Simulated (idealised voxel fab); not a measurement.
The process module presented herein is designated voxel transistor to metal.
285 nm wide, 5 nm square cells: that's cross-section cut.
Just so we're on the same page, the cross-sections are grids of square cells, and they're listed out in bands top to bottom, each band one or more rows deep.
Band: top height; bottom height; in nm. Then, left to right: material with width in nm, for each material. "throughout": a single material spanning edge to edge. "empty": empty space.
Height is counted from the level 0, under which the received wafer is composed throughout of one material. The lowest of the bands is not closed at the bottom but continues downward, in the notation "z 0 and below".
Width: "30->40" (first number = top row, second number = bottom row, same change from row to row of cells).
Where a step carries "identical to before", the cross-section came out of it unchanged, cell for cell.
Closed-off voids of 8+ cells (no open route to the top) go in "Closed internal voids", written width x height at distance from the left edge, in nm.
Post-settings text on a step line: simulator's own remark regarding the step.
Regarding "overlay nm": on a step with a mask, it is the distance the mask lay to the right of its planned place; a negative value places it to the left.
In what follows, pairs of cross-sections are presented, each taken before and after one process step, with the after cross-section shown only down to the lowest band that was altered; the step, together with its settings, is stated below the pair. The pairs may stem from different runs of this module on the same starting wafer; accordingly, a pair should be taken as continuing from the one above it solely where its entry headed "Ex-ante state" indicates as much.
EX-ANTE STATE
z 30 to 20  SiO2 throughout
z 20 to 10  SiO2 (50) / SiN (10) / HfO2 (5) / TiN (5) / W (15) / TiN (5) / HfO2 (5) / SiN (10) / SiO2 (75) / SiN (10) / HfO2 (5) / TiN (5) / W (15) / TiN (5) / HfO2 (5) / SiN (10) / SiO2 (50)
z 10 to 5  SiO2 (25) / SiGe (25) / SiN (10) / HfO2 (5) / TiN (5) / W (15) / TiN (5) / HfO2 (5) / SiN (10) / SiGe (25) / SiO2 (25) / SiGe (25) / SiN (10) / HfO2 (5) / TiN (5) / W (15) / TiN (5) / HfO2 (5) / SiN (10) / SiGe (25) / SiO2 (25)
z 5 to 0  SiO2 (20) / SiN (10) / SiGe (20) / SiN (10) / HfO2 (5) / TiN (5) / W (15) / TiN (5) / HfO2 (5) / SiN (10) / SiGe (20) / SiN (10) / SiO2 (15) / SiN (10) / SiGe (20) / SiN (10) / HfO2 (5) / TiN (5) / W (15) / TiN (5) / HfO2 (5) / SiN (10) / SiGe (20) / SiN (10) / SiO2 (20)
z 0 to -5  SiO2 (20) / SiN (10) / SiGe (20) / SiN (10) / HfO2 (5) / TiN (25) / HfO2 (5) / SiN (10) / SiGe (20) / SiN (10) / SiO2 (15) / SiN (10) / SiGe (20) / SiN (10) / HfO2 (5) / TiN (25) / HfO2 (5) / SiN (10) / SiGe (20) / SiN (10) / SiO2 (20)
z -5 to -10  SiO2 (30) / SiGe (20) / SiO2 (5) / HfO2 (45) / SiO2 (5) / SiGe (20) / SiO2 (35) / SiGe (20) / SiO2 (5) / HfO2 (45) / SiO2 (5) / SiGe (20) / SiO2 (30)
z -10 to -25  SiO2 (25) / Si (5) / SiGe (20) / Si (55) / SiGe (20) / Si (5) / SiO2 (25) / Si (5) / SiGe (20) / Si (55) / SiGe (20) / Si (5) / SiO2 (25)
z -25 to -30  SiO2 (25) / Si (105) / SiO2 (25) / Si (105) / SiO2 (25)
z -30 and below  Si throughout
Closed internal voids: none
SECTION, POST-STEP
z 45 to 30  empty (30) / resist (15) / empty (65) / resist (15) / empty (35) / resist (15) / empty (65) / resist (15) / empty (30)
Lower than 30, everything is as it was.
Closed internal voids: none
Here is the step that sits between the two cross-sections above: PATTERN with tone cover, mask id CONTACT, material resist, width nm 15, thk nm 15, overlay nm 0
Ex-ante state: the state before this step is the cross-section shown after the step in the pair just above.
SECTION, POST-STEP
z 45 to 30  empty (30) / resist (15) / empty (65) / resist (15) / empty (35) / resist (15) / empty (65) / resist (15) / empty (30)
z 30 to 20  empty (30) / SiO2 (15) / empty (65) / SiO2 (15) / empty (35) / SiO2 (15) / empty (65) / SiO2 (15) / empty (30)
z 20 to 10  empty (30) / SiO2 (15) / empty (5) / SiN (10) / HfO2 (5) / TiN (5) / W (15) / TiN (5) / HfO2 (5) / SiN (10) / empty (5) / SiO2 (15) / empty (35) / SiO2 (15) / empty (5) / SiN (10) / HfO2 (5) / TiN (5) / W (15) / TiN (5) / HfO2 (5) / SiN (10) / empty (5) / SiO2 (15) / empty (30)
Lower than 10, everything is as it was.
Closed internal voids: none
Here is the step that sits between the two cross-sections above: DIRECTIONAL_ETCH with etch materials SiO2, depth nm 20
Ex-ante state: the state before this step is the cross-section shown after the step in the pair just above.
SECTION, POST-STEP
z 30 to 20  empty (30) / SiO2 (15) / empty (65) / SiO2 (15) / empty (35) / SiO2 (15) / empty (65) / SiO2 (15) / empty (30)
Lower than 20, everything is as it was.
Closed internal voids: none
Here is the step that sits between the two cross-sections above: STRIP with etch materials resist
Ex-ante state: the state before this step is the cross-section shown after the step in the pair just above.
SECTION, POST-STEP
z 35 to 30  empty (25) / TiN (25) / empty (55) / TiN (25) / empty (25) / TiN (25) / empty (55) / TiN (25) / empty (25)
z 30 to 25  empty (25) / TiN (5) / SiO2 (15) / TiN (5) / empty (55) / TiN (5) / SiO2 (15) / TiN (5) / empty (25) / TiN (5) / SiO2 (15) / TiN (5) / empty (55) / TiN (5) / SiO2 (15) / TiN (5) / empty (25)
z 25 to 20  empty (25) / TiN (5) / SiO2 (15) / TiN (65) / SiO2 (15) / TiN (5) / empty (25) / TiN (5) / SiO2 (15) / TiN (65) / SiO2 (15) / TiN (5) / empty (25)
z 20 to 15  empty (25) / TiN (5) / SiO2 (15) / TiN (5) / SiN (10) / HfO2 (5) / TiN (5) / W (15) / TiN (5) / HfO2 (5) / SiN (10) / TiN (5) / SiO2 (15) / TiN (5) / empty (25) / TiN (5) / SiO2 (15) / TiN (5) / SiN (10) / HfO2 (5) / TiN (5) / W (15) / TiN (5) / HfO2 (5) / SiN (10) / TiN (5) / SiO2 (15) / TiN (5) / empty (25)
z 15 to 10  TiN (30) / SiO2 (15) / TiN (5) / SiN (10) / HfO2 (5) / TiN (5) / W (15) / TiN (5) / HfO2 (5) / SiN (10) / TiN (5) / SiO2 (15) / TiN (35) / SiO2 (15) / TiN (5) / SiN (10) / HfO2 (5) / TiN (5) / W (15) / TiN (5) / HfO2 (5) / SiN (10) / TiN (5) / SiO2 (15) / TiN (30)
Lower than 10, everything is as it was.
Closed internal voids: none
Here is the step that sits between the two cross-sections above: CONFORMAL_DEP with material TiN, thk nm 5
Ex-ante state: the state before this step is the cross-section shown after the step in the pair just above.
SECTION, POST-STEP
z 45 to 35  Ru throughout
z 35 to 30  Ru (25) / TiN (25) / Ru (55) / TiN (25) / Ru (25) / TiN (25) / Ru (55) / TiN (25) / Ru (25)
z 30 to 25  Ru (25) / TiN (5) / SiO2 (15) / TiN (5) / Ru (55) / TiN (5) / SiO2 (15) / TiN (5) / Ru (25) / TiN (5) / SiO2 (15) / TiN (5) / Ru (55) / TiN (5) / SiO2 (15) / TiN (5) / Ru (25)
z 25 to 20  Ru (25) / TiN (5) / SiO2 (15) / TiN (65) / SiO2 (15) / TiN (5) / Ru (25) / TiN (5) / SiO2 (15) / TiN (65) / SiO2 (15) / TiN (5) / Ru (25)
z 20 to 15  Ru (25) / TiN (5) / SiO2 (15) / TiN (5) / SiN (10) / HfO2 (5) / TiN (5) / W (15) / TiN (5) / HfO2 (5) / SiN (10) / TiN (5) / SiO2 (15) / TiN (5) / Ru (25) / TiN (5) / SiO2 (15) / TiN (5) / SiN (10) / HfO2 (5) / TiN (5) / W (15) / TiN (5) / HfO2 (5) / SiN (10) / TiN (5) / SiO2 (15) / TiN (5) / Ru (25)
Lower than 15, everything is as it was.
Closed internal voids: none
Here is the step that sits between the two cross-sections above: FILL_DEP with material Ru, thk nm 10
Ex-ante state: the state before this step is the cross-section shown after the step in the pair just above.
SECTION, POST-STEP
z 30 to 25  Ru (25) / TiN (5) / SiO2 (15) / TiN (5) / Ru (55) / TiN (5) / SiO2 (15) / TiN (5) / Ru (25) / TiN (5) / SiO2 (15) / TiN (5) / Ru (55) / TiN (5) / SiO2 (15) / TiN (5) / Ru (25)
Lower than 25, everything is as it was.
Closed internal voids: none
Here is the step that sits between the two cross-sections above: CMP with height nm 30
Ex-ante state: the state before this step is the cross-section shown after the step in the pair just above.
SECTION, POST-STEP
z 35 to 30  TiN throughout
Lower than 30, everything is as it was.
Closed internal voids: none
Here is the step that sits between the two cross-sections above: DIRECTIONAL_DEP with material TiN, thk nm 5
Ex-ante state: the state before this step is the cross-section shown after the step in the pair just above.
SECTION, POST-STEP
z 50 to 35  W throughout
Lower than 35, everything is as it was.
Closed internal voids: none
Here is the step that sits between the two cross-sections above: DIRECTIONAL_DEP with material W, thk nm 15
Ex-ante state: the state before this step is the cross-section shown after the step in the pair just above.
SECTION, POST-STEP
z 65 to 50  aC throughout
Lower than 50, everything is as it was.
Closed internal voids: none
Here is the step that sits between the two cross-sections above: DIRECTIONAL_DEP with material aC, thk nm 15
Ex-ante state: the state before this step is the cross-section shown after the step in the pair just above.
SECTION, POST-STEP
z 95 to 65  empty (30) / resist (15) / empty (65) / resist (15) / empty (35) / resist (15) / empty (65) / resist (15) / empty (30)
Lower than 65, everything is as it was.
Closed internal voids: none
Here is the step that sits between the two cross-sections above: PATTERN with tone cover, mask id METAL_1, material resist, width nm 15, thk nm 30, overlay nm 0
Ex-ante state: the state before this step is the cross-section shown after the step in the pair just above.
SECTION, POST-STEP
z 80 to 65  empty (30) / resist (15) / empty (65) / resist (15) / empty (35) / resist (15) / empty (65) / resist (15) / empty (30)
z 65 to 50  empty (30) / aC (15) / empty (65) / aC (15) / empty (35) / aC (15) / empty (65) / aC (15) / empty (30)
Lower than 50, everything is as it was.
Closed internal voids: none
Here is the step that sits between the two cross-sections above: DIRECTIONAL_ETCH with etch materials aC, depth nm 15
Ex-ante state: the state before this step is the cross-section shown after the step in the pair just above.
SECTION, POST-STEP
z 65 to 50  empty (30) / aC (15) / empty (65) / aC (15) / empty (35) / aC (15) / empty (65) / aC (15) / empty (30)
Lower than 50, everything is as it was.
Closed internal voids: none
Here is the step that sits between the two cross-sections above: STRIP with etch materials resist
Ex-ante state: the state before this step is the cross-section shown after the step in the pair just above.
SECTION, POST-STEP
z 65 to 50  empty (30) / aC (15) / empty (65) / aC (15) / empty (35) / aC (15) / empty (65) / aC (15) / empty (30)
z 50 to 35  empty (30) / W (15) / empty (65) / W (15) / empty (35) / W (15) / empty (65) / W (15) / empty (30)
Lower than 35, everything is as it was.
Closed internal voids: none
Here is the step that sits between the two cross-sections above: DIRECTIONAL_ETCH with etch materials W, depth nm 15
Ex-ante state: the state before this step is the cross-section shown after the step in the pair just above.
SECTION, POST-STEP
z 65 to 50  empty (30) / aC (15) / empty (65) / aC (15) / empty (35) / aC (15) / empty (65) / aC (15) / empty (30)
z 50 to 35  empty (30) / W (15) / empty (65) / W (15) / empty (35) / W (15) / empty (65) / W (15) / empty (30)
z 35 to 30  empty (30) / TiN (15) / empty (65) / TiN (15) / empty (35) / TiN (15) / empty (65) / TiN (15) / empty (30)
Lower than 30, everything is as it was.
Closed internal voids: none
Here is the step that sits between the two cross-sections above: DIRECTIONAL_ETCH with etch materials TiN, depth nm 5
Ex-ante state: the state before this step is the cross-section shown after the step in the pair just above.
SECTION, POST-STEP
z 50 to 35  empty (30) / W (15) / empty (65) / W (15) / empty (35) / W (15) / empty (65) / W (15) / empty (30)
Lower than 35, everything is as it was.
Closed internal voids: none
Here is the step that sits between the two cross-sections above: STRIP with etch materials aC
Ex-ante state: the state before this step is the cross-section shown after the step in the pair just above.
SECTION, POST-STEP
z 55 to 50  SiO2 throughout
z 50 to 35  SiO2 (30) / W (15) / SiO2 (65) / W (15) / SiO2 (35) / W (15) / SiO2 (65) / W (15) / SiO2 (30)
z 35 to 30  SiO2 (30) / TiN (15) / SiO2 (65) / TiN (15) / SiO2 (35) / TiN (15) / SiO2 (65) / TiN (15) / SiO2 (30)
Lower than 30, everything is as it was.
Closed internal voids: none
Here is the step that sits between the two cross-sections above: FILL_DEP with material SiO2, thk nm 5
Ex-ante state: the state before this step is the cross-section shown after the step in the pair just above.
SECTION, POST-STEP
z 50 to 35  SiO2 (30) / W (15) / SiO2 (65) / W (15) / SiO2 (35) / W (15) / SiO2 (65) / W (15) / SiO2 (30)
Lower than 35, everything is as it was.
Closed internal voids: none
Here is the step that sits between the two cross-sections above: CMP with height nm 50
Ex-ante state: the state before this step is the cross-section shown after the step in the pair just above.
SECTION, POST-STEP
z 55 to 50  SiCN throughout
Lower than 50, everything is as it was.
Closed internal voids: none
Here is the step that sits between the two cross-sections above: CONFORMAL_DEP with material SiCN, thk nm 5
Ex-ante state: the state before this step is the cross-section shown after the step in the pair just above.
SECTION, POST-STEP
z 80 to 55  lowk throughout
Lower than 55, everything is as it was.
Closed internal voids: none
Here is the step that sits between the two cross-sections above: DIRECTIONAL_DEP with material lowk, thk nm 25
Ex-ante state: the state before this step is the cross-section shown after the step in the pair just above.
SECTION, POST-STEP
z 80 to 65  lowk (30) / empty (15) / lowk (115) / empty (15) / lowk (110)
Lower than 65, everything is as it was.
Closed internal voids: none
Here is the step that sits between the two cross-sections above: MASKED_ETCH with tone open, mask id METAL_2, width nm 15, pitch nm 130, etch materials lowk, depth nm 15, overlay nm 0
Ex-ante state: the state before this step is the cross-section shown after the step in the pair just above.
SECTION, POST-STEP
z 95 to 80  aC (30) / empty (15) / aC (115) / empty (15) / aC (110)
z 80 to 65  lowk (30) / aC (15) / lowk (115) / aC (15) / lowk (110)
Lower than 65, everything is as it was.
Closed internal voids: none
Here is the step that sits between the two cross-sections above: DIRECTIONAL_DEP with material aC, thk nm 15
Ex-ante state: the state before this step is the cross-section shown after the step in the pair just above.
SECTION, POST-STEP
z 125 to 95  resist (30) / empty (15) / resist (115) / empty (15) / resist (110)
Lower than 95, everything is as it was.
Closed internal voids: none
Here is the step that sits between the two cross-sections above: PATTERN with tone open, mask id METAL_2_HOLES, material resist, width nm 15, pitch nm 130, thk nm 30, overlay nm 0
Ex-ante state: the state before this step is the cross-section shown after the step in the pair just above.
SECTION, POST-STEP
z 110 to 95  resist (30) / empty (15) / resist (115) / empty (15) / resist (110)
z 95 to 80  aC (30) / empty (15) / aC (115) / empty (15) / aC (110)
z 80 to 65  lowk (30) / empty (15) / lowk (115) / empty (15) / lowk (110)
Lower than 65, everything is as it was.
Closed internal voids: none
Here is the step that sits between the two cross-sections above: DIRECTIONAL_ETCH with etch materials aC, depth nm 15
Ex-ante state: the state before this step is the cross-section shown after the step in the pair just above.
SECTION, POST-STEP
z 95 to 80  aC (30) / empty (15) / aC (115) / empty (15) / aC (110)
Lower than 80, everything is as it was.
Closed internal voids: none
Here is the step that sits between the two cross-sections above: STRIP with etch materials resist
Ex-ante state: the state before this step is the cross-section shown after the step in the pair just above.
SECTION, POST-STEP
z 95 to 80  aC (30) / empty (15) / aC (115) / empty (15) / aC (110)
z 80 to 55  lowk (30) / empty (15) / lowk (115) / empty (15) / lowk (110)
Lower than 55, everything is as it was.
Closed internal voids: none
Here is the step that sits between the two cross-sections above: DIRECTIONAL_ETCH with etch materials lowk, depth nm 10
Ex-ante state: the state before this step is the cross-section shown after the step in the pair just above.
SECTION, POST-STEP
z 95 to 80  aC (30) / empty (15) / aC (115) / empty (15) / aC (110)
z 80 to 55  lowk (30) / empty (15) / lowk (115) / empty (15) / lowk (110)
z 55 to 50  SiCN (30) / empty (15) / SiCN (115) / empty (15) / SiCN (110)
Lower than 50, everything is as it was.
Closed internal voids: none
Here is the step that sits between the two cross-sections above: DIRECTIONAL_ETCH with etch materials SiCN, depth nm 5
Ex-ante state: the state before this step is the cross-section shown after the step in the pair just above.
SECTION, POST-STEP
z 80 to 55  lowk (30) / empty (15) / lowk (115) / empty (15) / lowk (110)
Lower than 55, everything is as it was.
Closed internal voids: none
Here is the step that sits between the two cross-sections above: STRIP with etch materials aC
Ex-ante state: the state before this step is the cross-section shown after the step in the pair just above.
SECTION, POST-STEP
z 85 to 80  TiN (35) / empty (5) / TiN (125) / empty (5) / TiN (115)
z 80 to 55  lowk (30) / TiN (5) / empty (5) / TiN (5) / lowk (115) / TiN (5) / empty (5) / TiN (5) / lowk (110)
z 55 to 50  SiCN (30) / TiN (15) / SiCN (115) / TiN (15) / SiCN (110)
Lower than 50, everything is as it was.
Closed internal voids: none
Here is the step that sits between the two cross-sections above: CONFORMAL_DEP with material TiN, thk nm 5
Ex-ante state: the state before this step is the cross-section shown after the step in the pair just above.
SECTION, POST-STEP
z 90 to 85  Cu throughout
z 85 to 80  TiN (35) / Cu (5) / TiN (125) / Cu (5) / TiN (115)
z 80 to 55  lowk (30) / TiN (5) / Cu (5) / TiN (5) / lowk (115) / TiN (5) / Cu (5) / TiN (5) / lowk (110)
Lower than 55, everything is as it was.
Closed internal voids: none
Here is the step that sits between the two cross-sections above: FILL_DEP with material Cu, thk nm 5
Ex-ante state: the state before this step is the cross-section shown after the step in the pair just above.
SECTION, POST-STEP
z 80 to 55  lowk (30) / TiN (5) / Cu (5) / TiN (5) / lowk (115) / TiN (5) / Cu (5) / TiN (5) / lowk (110)
Lower than 55, everything is as it was.
Closed internal voids: none
Here is the step that sits between the two cross-sections above: CMP with height nm 80
Ex-ante state: the state before this step is the cross-section shown after the step in the pair just above.
SECTION, POST-STEP
z 85 to 80  SiCN throughout
Lower than 80, everything is as it was.
Closed internal voids: none
Here is the step that sits between the two cross-sections above: CONFORMAL_DEP with material SiCN, thk nm 5
